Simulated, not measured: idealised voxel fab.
process module | voxel gate over fins
cross-section cut | 255 nm wide | cells 5 nm
A cross-section is a grid of square cells, given in bands from the top down. A band is one or more rows of cells.
Each band's line starts with the height of the band's top and of its bottom, in nm. Then come its materials from left to right, each with its width in nm. One material with "throughout" fills the band from edge to edge. "air" is empty space.
Height 0 is the level under which the wafer as received is all one material. The lowest band goes on downwards, as in "0 down".
A width such as "30 to 40" changes by the same amount from each row of cells to the next, from the band's top row to its bottom row.
"no change" after a step means that no cell of the cross-section changed.
closed voids: empty space of 8 cells or more with no open way to the top, each as width x height at its distance from the left edge, in nm
after a step's settings: what the simulator itself notes on the step
overlay nm, on a step with a mask: how far to the right of its planned place the mask lay; to the left if negative
plan
1 op RECEIVE | material Si
2 op CONFORMAL_DEP | material SiN | thk nm 10
3 op MASKED_ETCH | tone cover | mask id FINS | width nm 15 | pitch nm 50 | etch materials SiN | depth nm 10 | overlay nm 0
4 op MASKED_ETCH | tone cover | mask id FINS | width nm 15 | pitch nm 50 | etch materials Si | depth nm 35 | overlay nm 0
5 op OXIDIZE | depth nm 5
6 op FILL_DEP | material SiO2 | thk nm 15
7 op CMP | height nm 10
8 op DIRECTIONAL_DEP | material aC | thk nm 10
9 op PATTERN | tone open | mask id RAIL | material resist | width nm 15 | thk nm 30 | overlay nm 0
10 op DIRECTIONAL_ETCH | etch materials aC | depth nm 10
11 op STRIP | etch materials resist
12 op DIRECTIONAL_ETCH | etch materials SiO2 | depth nm 40
13 op STRIP | etch materials aC
14 op CONFORMAL_DEP | material TiN | thk nm 5
15 op FILL_DEP | material W | thk nm 10
16 op CMP | height nm 10
17 op SELECTIVE_ETCH | etch materials W Ru TiN | depth nm 30
18 op FILL_DEP | material SiO2 | thk nm 5
19 op CMP | height nm 10
20 op SELECTIVE_ETCH | etch materials SiO2 | depth nm 20
21 op STRIP | etch materials SiN
22 op CONFORMAL_DEP | material HfO2 | thk nm 5
23 op CONFORMAL_DEP | material TiN | thk nm 5
24 op CONFORMAL_DEP | material TiAl | thk nm 5
25 op CONFORMAL_DEP | material TiN | thk nm 5
26 op FILL_DEP | material W | thk nm 15
27 op CMP | height nm 30
28 op CONFORMAL_DEP | material SiN | thk nm 5
as received, after step 1
  0 down: Si throughout
  closed voids: none
a wafer at the end: this start, this plan, one mistake
  35 to 30: SiN throughout
  30 to 20: W throughout
  20 to 15: W 80 | TiN 45 | W 5 | TiN 45 | W 80
  15 to 10: W 75 | TiN 10 | TiAl 35 | TiN 15 | TiAl 35 | TiN 10 | W 75
  10 to 5: TiN 80 | TiAl 10 | TiN 25 | TiAl 10 | TiN 5 | TiAl 10 | TiN 25 | TiAl 10 | TiN 80
  5 to 0: TiAl 85 | TiN 10 | HfO2 15 | TiN 10 | TiAl 15 | TiN 10 | HfO2 15 | TiN 10 | TiAl 85
  0 to -5: TiN 90 | HfO2 10 | Si 5 | HfO2 10 | TiN 25 | HfO2 10 | Si 5 | HfO2 10 | TiN 90
  -5 to -10: HfO2 95 | Si 15 | HfO2 35 | Si 15 | HfO2 95
  -10 to -20: SiO2 95 | Si 15 | SiO2 35 | Si 15 | SiO2 95
  -20 to -25: SiO2 95 | Si 15 | SiO2 10 | TiN 5 | W 5 | TiN 5 | SiO2 10 | Si 15 | SiO2 95
  -25 to -30: SiO2 95 | Si 15 | SiO2 10 | TiN 15 | SiO2 10 | Si 15 | SiO2 95
  -30 to -40: SiO2 95 | Si 15 | SiO2 35 | Si 15 | SiO2 95
  -40 down: Si throughout
  closed voids: none
what went wrong: step 4 ran as: op MASKED_ETCH | tone cover | mask id FINS | width nm 25 | pitch nm 50 | etch materials Si | depth nm 35 | overlay nm 0
